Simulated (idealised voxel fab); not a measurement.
process module | voxel quadruple lines
cross-section cut | 185 nm wide | cells 5 nm
A cross-section is a grid of square cells, given in bands from the top down. A band is one or more rows of cells.
Each band's line starts with the height of the band's top and of its bottom, in nm. Then come its materials from left to right, each with its width in nm. One material with "throughout" fills the band from edge to edge. "air" is empty space.
Height 0 is the level under which the wafer as received is all one material. The lowest band goes on downwards, as in "0 down".
A width such as "30 to 40" changes by the same amount from each row of cells to the next, from the band's top row to its bottom row.
"no change" after a step means that no cell of the cross-section changed.
closed voids: empty space of 8 cells or more with no open way to the top, each as width x height at its distance from the left edge, in nm
after a step's settings: what the simulator itself notes on the step
overlay nm, on a step with a mask: how far to the right of its planned place the mask lay; to the left if negative
plan
1 op RECEIVE | material Si
2 op CONFORMAL_DEP | material Al2O3 | thk nm 10
3 op DIRECTIONAL_DEP | material Ru | thk nm 10
4 op DIRECTIONAL_DEP | material polySi | thk nm 20
5 op DIRECTIONAL_DEP | material aC | thk nm 20
6 op PATTERN | tone cover | mask id MANDREL | material resist | width nm 25 | pitch nm 80 | thk nm 30 | overlay nm 0
7 op DIRECTIONAL_ETCH | etch materials aC | depth nm 20
8 op STRIP | etch materials resist
9 op CONFORMAL_DEP | material SiO2 | thk nm 15
10 op DIRECTIONAL_ETCH | etch materials SiO2 | depth nm 15
11 op STRIP | etch materials aC
12 op DIRECTIONAL_ETCH | etch materials polySi | depth nm 20
13 op STRIP | etch materials SiO2
14 op CONFORMAL_DEP | material SiN | thk nm 5
15 op DIRECTIONAL_ETCH | etch materials SiN | depth nm 5
16 op STRIP | etch materials polySi
17 op DIRECTIONAL_ETCH | etch materials Ru | depth nm 10
18 op STRIP | etch materials SiN
first wafer, as planned
as received, after step 1
  0 down: Si throughout
  closed voids: none
after step 2
  10 to 0: Al2O3 throughout
  below 0: unchanged
after step 3
  20 to 10: Ru throughout
  below 10: unchanged
after step 4
  40 to 20: polySi throughout
  below 20: unchanged
after step 5
  60 to 40: aC throughout
  below 40: unchanged
after step 6
  90 to 60: air 40 | resist 25 | air 55 | resist 25 | air 40
  below 60: unchanged
after step 7
  70 to 60: air 40 | resist 25 | air 55 | resist 25 | air 40
  60 to 40: air 40 | aC 25 | air 55 | aC 25 | air 40
  below 40: unchanged
after step 8
  60 to 40: air 40 | aC 25 | air 55 | aC 25 | air 40
  below 40: unchanged
after step 9
  75 to 60: air 25 | SiO2 55 | air 25 | SiO2 55 | air 25
  60 to 55: air 25 | SiO2 15 | aC 25 | SiO2 15 | air 25 | SiO2 15 | aC 25 | SiO2 15 | air 25
  55 to 40: SiO2 40 | aC 25 | SiO2 55 | aC 25 | SiO2 40
  below 40: unchanged
after step 10
  60 to 40: air 25 | SiO2 15 | aC 25 | SiO2 15 | air 25 | SiO2 15 | aC 25 | SiO2 15 | air 25
  below 40: unchanged
after step 11
  60 to 40: air 25 | SiO2 15 | air 25 | SiO2 15 | air 25 | SiO2 15 | air 25 | SiO2 15 | air 25
  below 40: unchanged
after step 12
  60 to 40: air 25 | SiO2 15 | air 25 | SiO2 15 | air 25 | SiO2 15 | air 25 | SiO2 15 | air 25
  40 to 20: air 25 | polySi 15 | air 25 | polySi 15 | air 25 | polySi 15 | air 25 | polySi 15 | air 25
  below 20: unchanged
after step 13
  40 to 20: air 25 | polySi 15 | air 25 | polySi 15 | air 25 | polySi 15 | air 25 | polySi 15 | air 25
  below 20: unchanged
after step 14
  45 to 40: air 20 | SiN 25 | air 15 | SiN 25 | air 15 | SiN 25 | air 15 | SiN 25 | air 20
  40 to 25: air 20 | SiN 5 | polySi 15 | SiN 5 | air 15 | SiN 5 | polySi 15 | SiN 5 | air 15 | SiN 5 | polySi 15 | SiN 5 | air 15 | SiN 5 | polySi 15 | SiN 5 | air 20
  25 to 20: SiN 25 | polySi 15 | SiN 25 | polySi 15 | SiN 25 | polySi 15 | SiN 25 | polySi 15 | SiN 25
  below 20: unchanged
after step 15
  40 to 20: air 20 | SiN 5 | polySi 15 | SiN 5 | air 15 | SiN 5 | polySi 15 | SiN 5 | air 15 | SiN 5 | polySi 15 | SiN 5 | air 15 | SiN 5 | polySi 15 | SiN 5 | air 20
  below 20: unchanged
after step 16
  40 to 20: air 20 | SiN 5 | air 15 | SiN 5 | air 15 | SiN 5 | air 15 | SiN 5 | air 15 | SiN 5 | air 15 | SiN 5 | air 15 | SiN 5 | air 15 | SiN 5 | air 20
  below 20: unchanged
after step 17
  40 to 20: air 20 | SiN 5 | air 15 | SiN 5 | air 15 | SiN 5 | air 15 | SiN 5 | air 15 | SiN 5 | air 15 | SiN 5 | air 15 | SiN 5 | air 15 | SiN 5 | air 20
  20 to 10: air 20 | Ru 5 | air 15 | Ru 5 | air 15 | Ru 5 | air 15 | Ru 5 | air 15 | Ru 5 | air 15 | Ru 5 | air 15 | Ru 5 | air 15 | Ru 5 | air 20
  below 10: unchanged
after step 18
  20 to 10: air 20 | Ru 5 | air 15 | Ru 5 | air 15 | Ru 5 | air 15 | Ru 5 | air 15 | Ru 5 | air 15 | Ru 5 | air 15 | Ru 5 | air 15 | Ru 5 | air 20
  below 10: unchanged
second wafer: like start, like plan, one mistake. Through step 7 it matches the first wafer
when step 8 should have ended
  60 to 40: air 40 | aC 25 | air 55 | aC 25 | air 40
  below 40: unchanged
when step 9 should have ended
  75 to 60: air 25 | SiO2 55 | air 25 | SiO2 55 | air 25
  60 to 55: air 25 | SiO2 15 | aC 25 | SiO2 15 | air 25 | SiO2 15 | aC 25 | SiO2 15 | air 25
  55 to 40: SiO2 40 | aC 25 | SiO2 55 | aC 25 | SiO2 40
  below 40: unchanged
when step 10 should have ended
  60 to 40: air 25 | SiO2 15 | aC 25 | SiO2 15 | air 25 | SiO2 15 | aC 25 | SiO2 15 | air 25
  below 40: unchanged
when step 11 should have ended
  60 to 40: air 25 | SiO2 15 | air 25 | SiO2 15 | air 25 | SiO2 15 | air 25 | SiO2 15 | air 25
  below 40: unchanged
when step 12 should have ended
  60 to 40: air 25 | SiO2 15 | air 25 | SiO2 15 | air 25 | SiO2 15 | air 25 | SiO2 15 | air 25
  40 to 20: air 25 | polySi 15 | air 25 | polySi 15 | air 25 | polySi 15 | air 25 | polySi 15 | air 25
  below 20: unchanged
when step 13 should have ended
  40 to 20: air 25 | polySi 15 | air 25 | polySi 15 | air 25 | polySi 15 | air 25 | polySi 15 | air 25
  below 20: unchanged
when step 14 should have ended
  45 to 40: air 20 | SiN 25 | air 15 | SiN 25 | air 15 | SiN 25 | air 15 | SiN 25 | air 20
  40 to 25: air 20 | SiN 5 | polySi 15 | SiN 5 | air 15 | SiN 5 | polySi 15 | SiN 5 | air 15 | SiN 5 | polySi 15 | SiN 5 | air 15 | SiN 5 | polySi 15 | SiN 5 | air 20
  25 to 20: SiN 25 | polySi 15 | SiN 25 | polySi 15 | SiN 25 | polySi 15 | SiN 25 | polySi 15 | SiN 25
  below 20: unchanged
when step 15 should have ended
  40 to 20: air 20 | SiN 5 | polySi 15 | SiN 5 | air 15 | SiN 5 | polySi 15 | SiN 5 | air 15 | SiN 5 | polySi 15 | SiN 5 | air 15 | SiN 5 | polySi 15 | SiN 5 | air 20
  below 20: unchanged
when step 16 should have ended
  40 to 20: air 20 | SiN 5 | air 15 | SiN 5 | air 15 | SiN 5 | air 15 | SiN 5 | air 15 | SiN 5 | air 15 | SiN 5 | air 15 | SiN 5 | air 15 | SiN 5 | air 20
  below 20: unchanged
when step 17 should have ended
  40 to 20: air 20 | SiN 5 | air 15 | SiN 5 | air 15 | SiN 5 | air 15 | SiN 5 | air 15 | SiN 5 | air 15 | SiN 5 | air 15 | SiN 5 | air 15 | SiN 5 | air 20
  20 to 10: air 20 | Ru 5 | air 15 | Ru 5 | air 15 | Ru 5 | air 15 | Ru 5 | air 15 | Ru 5 | air 15 | Ru 5 | air 15 | Ru 5 | air 15 | Ru 5 | air 20
  below 10: unchanged
when step 18 should have ended
  20 to 10: air 20 | Ru 5 | air 15 | Ru 5 | air 15 | Ru 5 | air 15 | Ru 5 | air 15 | Ru 5 | air 15 | Ru 5 | air 15 | Ru 5 | air 15 | Ru 5 | air 20
  below 10: unchanged
what went wrong: step 8 was run twice
at the end the two cross-sections are the same: no effect in what this model computes
